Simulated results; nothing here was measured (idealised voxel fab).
The process module presented herein is designated voxel trench capacitor.
Displayed cross-section: cut, width of 165 nm, square cells sized 5 nm.
Cross-section = grid of square cells, listed top down in bands; band = one or more rows.
Heads up on the band format: heights come first, top then bottom, in nm. After that it's the materials left to right, each with its width in nm. A single material flagged "edge to edge" fills the whole band edge to edge, and "empty" means there's empty space there.
Height datum 0, below which the as-received substrate wafer is one material. Lowest band open at the bottom, running downward: "from 0 down".
Think of "30->40" as a width that walks from the first number to the second as you go down the band, top row to bottom row, taking equal-sized steps from row to row.
Step marked "nothing got changed"? Then no cell in the cross-section changed in it.
So "Closed empty spaces" is basically the list of trapped voids: any empty space of 8 cells or more that can't reach the top through an opening. They're written width x height at distance, the distance being from the left edge, and it's all nm.
Formally, on a step line, whatever follows the settings is a remark that the simulator itself makes on the step.
overlay nm: where the mask lay relative to plan, measured to the right, on steps with a mask; negatives go left.

So here's the lineup of process steps we planned:
1: RECEIVE [material Si]
2: CONFORMAL_DEP [material SiN] [thk nm 10]
3: MASKED_ETCH [tone open] [mask id TRENCH] [width nm 30] [pitch nm 50] [etch materials SiN] [depth nm 10] [overlay nm 0]
4: MASKED_ETCH [tone open] [mask id TRENCH] [width nm 30] [pitch nm 50] [etch materials Si] [depth nm 25] [overlay nm 0]
5: CONFORMAL_DEP [material Al2O3] [thk nm 5]
6: CONFORMAL_DEP [material TiN] [thk nm 5]
7: FILL_DEP [material W] [thk nm 10]
8: CMP [height nm 10]

The following pertains to the first of two wafers, which was processed as planned:

Cross-sectional view of the wafer in its as-received condition, corresponding to the state after step 1:
  from 0 down | Si edge to edge
  Closed empty spaces: none

Cross-sectional representation of the wafer at the conclusion of step 2:
  from 10 to 0 | SiN edge to edge
  Under 0: no change, same as before.

Cross-sectional representation of the wafer at the conclusion of step 3:
  from 10 to 0 | SiN: 15, then empty: 30, then SiN: 20, then empty: 30, then SiN: 20, then empty: 30, then SiN: 20
  Under 0: no change, same as before.

Cross-sectional representation of the wafer at the conclusion of step 4:
  from 10 to 0 | SiN: 15, then empty: 30, then SiN: 20, then empty: 30, then SiN: 20, then empty: 30, then SiN: 20
  from 0 to -25 | Si: 15, then empty: 30, then Si: 20, then empty: 30, then Si: 20, then empty: 30, then Si: 20
  Under -25: no change, same as before.

Cross-sectional representation of the wafer at the conclusion of step 5:
  from 15 to 10 | Al2O3: 20, then empty: 20, then Al2O3: 30, then empty: 20, then Al2O3: 30, then empty: 20, then Al2O3: 25
  from 10 to 0 | SiN: 15, then Al2O3: 5, then empty: 20, then Al2O3: 5, then SiN: 20, then Al2O3: 5, then empty: 20, then Al2O3: 5, then SiN: 20, then Al2O3: 5, then empty: 20, then Al2O3: 5, then SiN: 20
  from 0 to -20 | Si: 15, then Al2O3: 5, then empty: 20, then Al2O3: 5, then Si: 20, then Al2O3: 5, then empty: 20, then Al2O3: 5, then Si: 20, then Al2O3: 5, then empty: 20, then Al2O3: 5, then Si: 20
  from -20 to -25 | Si: 15, then Al2O3: 30, then Si: 20, then Al2O3: 30, then Si: 20, then Al2O3: 30, then Si: 20
  Under -25: no change, same as before.

Cross-sectional representation of the wafer at the conclusion of step 6:
  from 20 to 15 | TiN: 25, then empty: 10, then TiN: 40, then empty: 10, then TiN: 40, then empty: 10, then TiN: 30
  from 15 to 10 | Al2O3: 20, then TiN: 5, then empty: 10, then TiN: 5, then Al2O3: 30, then TiN: 5, then empty: 10, then TiN: 5, then Al2O3: 30, then TiN: 5, then empty: 10, then TiN: 5, then Al2O3: 25
  from 10 to 0 | SiN: 15, then Al2O3: 5, then TiN: 5, then empty: 10, then TiN: 5, then Al2O3: 5, then SiN: 20, then Al2O3: 5, then TiN: 5, then empty: 10, then TiN: 5, then Al2O3: 5, then SiN: 20, then Al2O3: 5, then TiN: 5, then empty: 10, then TiN: 5, then Al2O3: 5, then SiN: 20
  from 0 to -15 | Si: 15, then Al2O3: 5, then TiN: 5, then empty: 10, then TiN: 5, then Al2O3: 5, then Si: 20, then Al2O3: 5, then TiN: 5, then empty: 10, then TiN: 5, then Al2O3: 5, then Si: 20, then Al2O3: 5, then TiN: 5, then empty: 10, then TiN: 5, then Al2O3: 5, then Si: 20
  from -15 to -20 | Si: 15, then Al2O3: 5, then TiN: 20, then Al2O3: 5, then Si: 20, then Al2O3: 5, then TiN: 20, then Al2O3: 5, then Si: 20, then Al2O3: 5, then TiN: 20, then Al2O3: 5, then Si: 20
  Under -20: no change, same as before.

Cross-sectional representation of the wafer at the conclusion of step 7:
  from 30 to 20 | W edge to edge
  from 20 to 15 | TiN: 25, then W: 10, then TiN: 40, then W: 10, then TiN: 40, then W: 10, then TiN: 30
  from 15 to 10 | Al2O3: 20, then TiN: 5, then W: 10, then TiN: 5, then Al2O3: 30, then TiN: 5, then W: 10, then TiN: 5, then Al2O3: 30, then TiN: 5, then W: 10, then TiN: 5, then Al2O3: 25
  from 10 to 0 | SiN: 15, then Al2O3: 5, then TiN: 5, then W: 10, then TiN: 5, then Al2O3: 5, then SiN: 20, then Al2O3: 5, then TiN: 5, then W: 10, then TiN: 5, then Al2O3: 5, then SiN: 20, then Al2O3: 5, then TiN: 5, then W: 10, then TiN: 5, then Al2O3: 5, then SiN: 20
  from 0 to -15 | Si: 15, then Al2O3: 5, then TiN: 5, then W: 10, then TiN: 5, then Al2O3: 5, then Si: 20, then Al2O3: 5, then TiN: 5, then W: 10, then TiN: 5, then Al2O3: 5, then Si: 20, then Al2O3: 5, then TiN: 5, then W: 10, then TiN: 5, then Al2O3: 5, then Si: 20
  Under -15: no change, same as before.

Cross-sectional representation of the wafer at the conclusion of step 8:
  from 10 to 0 | SiN: 15, then Al2O3: 5, then TiN: 5, then W: 10, then TiN: 5, then Al2O3: 5, then SiN: 20, then Al2O3: 5, then TiN: 5, then W: 10, then TiN: 5, then Al2O3: 5, then SiN: 20, then Al2O3: 5, then TiN: 5, then W: 10, then TiN: 5, then Al2O3: 5, then SiN: 20
  Under 0: no change, same as before.

For the second wafer, take the first wafer's start and plan, then add one mistake made in running it; everything through step 1, that step included, is shared with the first:

when step 2 should have ended: nothing got changed

when step 3 should have ended: nothing got changed

when step 4 should have ended:
  from 0 to -25 | Si: 15, then empty: 30, then Si: 20, then empty: 30, then Si: 20, then empty: 30, then Si: 20
  Under -25: no change, same as before.

when step 5 should have ended:
  from 5 to 0 | Al2O3: 20, then empty: 20, then Al2O3: 30, then empty: 20, then Al2O3: 30, then empty: 20, then Al2O3: 25
  from 0 to -20 | Si: 15, then Al2O3: 5, then empty: 20, then Al2O3: 5, then Si: 20, then Al2O3: 5, then empty: 20, then Al2O3: 5, then Si: 20, then Al2O3: 5, then empty: 20, then Al2O3: 5, then Si: 20
  from -20 to -25 | Si: 15, then Al2O3: 30, then Si: 20, then Al2O3: 30, then Si: 20, then Al2O3: 30, then Si: 20
  Under -25: no change, same as before.

when step 6 should have ended:
  from 10 to 5 | TiN: 25, then empty: 10, then TiN: 40, then empty: 10, then TiN: 40, then empty: 10, then TiN: 30
  from 5 to 0 | Al2O3: 20, then TiN: 5, then empty: 10, then TiN: 5, then Al2O3: 30, then TiN: 5, then empty: 10, then TiN: 5, then Al2O3: 30, then TiN: 5, then empty: 10, then TiN: 5, then Al2O3: 25
  from 0 to -15 | Si: 15, then Al2O3: 5, then TiN: 5, then empty: 10, then TiN: 5, then Al2O3: 5, then Si: 20, then Al2O3: 5, then TiN: 5, then empty: 10, then TiN: 5, then Al2O3: 5, then Si: 20, then Al2O3: 5, then TiN: 5, then empty: 10, then TiN: 5, then Al2O3: 5, then Si: 20
  from -15 to -20 | Si: 15, then Al2O3: 5, then TiN: 20, then Al2O3: 5, then Si: 20, then Al2O3: 5, then TiN: 20, then Al2O3: 5, then Si: 20, then Al2O3: 5, then TiN: 20, then Al2O3: 5, then Si: 20
  Under -20: no change, same as before.

when step 7 should have ended:
  from 20 to 10 | W edge to edge
  from 10 to 5 | TiN: 25, then W: 10, then TiN: 40, then W: 10, then TiN: 40, then W: 10, then TiN: 30
  from 5 to 0 | Al2O3: 20, then TiN: 5, then W: 10, then TiN: 5, then Al2O3: 30, then TiN: 5, then W: 10, then TiN: 5, then Al2O3: 30, then TiN: 5, then W: 10, then TiN: 5, then Al2O3: 25
  from 0 to -15 | Si: 15, then Al2O3: 5, then TiN: 5, then W: 10, then TiN: 5, then Al2O3: 5, then Si: 20, then Al2O3: 5, then TiN: 5, then W: 10, then TiN: 5, then Al2O3: 5, then Si: 20, then Al2O3: 5, then TiN: 5, then W: 10, then TiN: 5, then Al2O3: 5, then Si: 20
  Under -15: no change, same as before.

when step 8 should have ended:
  from 10 to 5 | TiN: 25, then W: 10, then TiN: 40, then W: 10, then TiN: 40, then W: 10, then TiN: 30
  Under 5: no change, same as before.
what went wrong: step 2 of the plan was jumped over and never run
Heads up, by the end the second wafer has more or fewer cells of some materials compared to the first: +9 Al2O3; -30 SiN; +21 TiN
